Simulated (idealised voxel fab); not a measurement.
Process module heading - voxel tone inversion
We display cut, a cross-section 240 nm in width whose square cells are each 5 nm.
Square cells in a grid make up a cross-section in this document, and the grid is given as bands, listed from the top down, each one or more rows of cells.
Within each band entry, the heights of the top and of the bottom of the band appear first, in that order and in nm; the materials of the band then follow from left to right, each with its corresponding width in nm. The designation "throughout" on a single material indicates that it fills the band from edge to edge; the designation "blank" indicates empty space.
Height reference: 0 = level under which incoming wafer is all one material. Lowest band: no bottom, runs on downward, e.g. "from 0 down".
So if you see something like "30->40" for the width, read it as the top row of the band sitting at the first number and the bottom row at the second, with every row in between moving by the same amount as the last.
No cell of the cross-section changed in a step that is given as "stayed the same".
"Non-vented voids" specifies each empty space that is not open to the top and that occupies no fewer than 8 cells, using the form width x height at distance, the distance measured from the left edge and all three quantities in nm.
Post-settings text on a step line: simulator's own remark regarding the step.
"overlay nm" denotes, for a step that has a mask, the displacement of the mask to the right of its planned place, with negative values corresponding to the left.
## These are the steps we planned for the process
1. op RECEIVE | material Si
2. op CONFORMAL_DEP | material SiN | thk nm 10
3. op DIRECTIONAL_DEP | material aC | thk nm 25
4. op PATTERN | tone cover | mask id POSTS | material resist | width nm 20 | pitch nm 50 | thk nm 35 | overlay nm 0
5. op DIRECTIONAL_ETCH | etch materials aC | depth nm 25
6. op STRIP | etch materials resist
7. op FILL_DEP | material lowk | thk nm 5
8. op CMP | height nm 35
9. op STRIP | etch materials aC
10. op CONFORMAL_DEP | material TiN | thk nm 5
11. op FILL_DEP | material Ru | thk nm 10
12. op CMP | height nm 35
13. op CONFORMAL_DEP | material SiN | thk nm 5
## Here's what the wafer looked like in cross-section when it arrived - that's after step 1
from 0 down  Si throughout
Non-vented voids: none
## Post-module cross-section of the first of two wafers (run per plan)
from 40 to 35  SiN throughout
from 35 to 15  35 lowk, then 5 TiN, then 10 Ru, then 5 TiN, then 30 lowk, then 5 TiN, then 10 Ru, then 5 TiN, then 30 lowk, then 5 TiN, then 10 Ru, then 5 TiN, then 30 lowk, then 5 TiN, then 10 Ru, then 5 TiN, then 35 lowk
from 15 to 10  35 lowk, then 20 TiN, then 30 lowk, then 20 TiN, then 30 lowk, then 20 TiN, then 30 lowk, then 20 TiN, then 35 lowk
from 10 to 0  SiN throughout
from 0 down  Si throughout
Non-vented voids: none
## Cross-sectional view: second of two wafers, end of module; start and plan identical to the first, one mistake in running
from 40 to 35  SiN throughout
from 35 to 15  40 lowk, then 5 TiN, then 5 Ru, then 5 TiN, then 35 lowk, then 5 TiN, then 5 Ru, then 5 TiN, then 35 lowk, then 5 TiN, then 5 Ru, then 5 TiN, then 35 lowk, then 5 TiN, then 5 Ru, then 5 TiN, then 35 lowk
from 15 to 10  40 lowk, then 15 TiN, then 35 lowk, then 15 TiN, then 35 lowk, then 15 TiN, then 35 lowk, then 15 TiN, then 35 lowk
from 10 to 0  SiN throughout
from 0 down  Si throughout
Non-vented voids: none
In executing the process, a mistake was made relative to the plan: step 4 deviated from plan and actually ran as op PATTERN | tone cover | mask id POSTS | material resist | width nm 15 | pitch nm 50 | thk nm 35 | overlay nm 0
Final wafer comparison in cells, second versus first, more or fewer per material: Ru -16, TiN -4, lowk +20
